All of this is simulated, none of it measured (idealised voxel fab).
You're looking at the process module voxel air gaps.
Section cut is 265 nm wide and gridded with 5 nm square cells.
Bands, listed from the top down, are how a cross-section gets written in this document; the cross-section itself is a grid of square cells, and a band is one or more rows of them. Top height, bottom height, nm. Materials left to right, width each, nm. Single material + "everywhere" = fills band edge to edge. "blank" = empty. Height 0 is the level under which the wafer as received is all one material. The lowest band goes on downwards, as in "0..down". The notation "30 to 40" denotes a width that varies across the rows of cells in the band, beginning at the first number in the top row, finishing at the second number in the bottom row, and changing by an identical amount from each row to the next. Take "no change" at face value: in the step it is given for, the cross-section changed in none of its cells. Look at "Voids, enclosed" for the closed voids: empty spaces with no open path to the top, sized 8 cells or up. Each is width x height at distance, distance from the left edge, all nm. Where a step's line continues beyond its settings, the continuation is a remark by the simulator itself on that step. The line of a step may include "overlay nm". On a step with a mask, this value is how far to the right of its planned place the mask lay. A negative value means the mask lay to the left.
## Set out below are the planned steps of the process
1) RECEIVE: material Si
2) CONFORMAL_DEP: material SiO2, thk nm 10
3) CONFORMAL_DEP: material SiCN, thk nm 5
4) DIRECTIONAL_DEP: material lowk, thk nm 40
5) PATTERN: tone open, mask id LINES, material resist, width nm 20, pitch nm 45, thk nm 15, overlay nm 0
6) DIRECTIONAL_ETCH: etch materials lowk, depth nm 40
7) STRIP: etch materials resist
8) CONFORMAL_DEP: material TiN, thk nm 5
9) FILL_DEP: material W, thk nm 5
10) CMP: height nm 55
11) EPI: material Ru, thk nm 10
12) SELECTIVE_ETCH: etch materials lowk, depth nm 50
13) CONFORMAL_DEP: material SiCN, thk nm 5
## The cross-section here shows the wafer as received, i.e. in its state after step 1
> 0..down: Si everywhere
> Voids, enclosed: none
## Look at the cross-section after the module: the wafer started out the way shown above and the plan was the one shown above, yet one mistake was made along the way
> 80..75: blank 30  SiCN 205  blank 30
> 75..55: blank 30  SiCN 5  Ru 195  SiCN 5  blank 30
> 55..50: blank 30  SiCN 25  TiN 5  W 10  TiN 5  lowk 25  TiN 5  W 10  TiN 5  lowk 25  TiN 5  W 10  TiN 5  lowk 25  TiN 5  W 10  TiN 5  SiCN 25  blank 30
> 50..20: blank 50  SiCN 5  TiN 5  W 10  TiN 5  lowk 25  TiN 5  W 10  TiN 5  lowk 25  TiN 5  W 10  TiN 5  lowk 25  TiN 5  W 10  TiN 5  SiCN 5  blank 50
> 20..15: SiCN 55  TiN 20  lowk 25  TiN 20  lowk 25  TiN 20  lowk 25  TiN 20  SiCN 55
> 15..10: SiCN everywhere
> 10..0: SiO2 everywhere
> 0..down: Si everywhere
> Voids, enclosed: none
Run error: plan step 11 was conducted twice
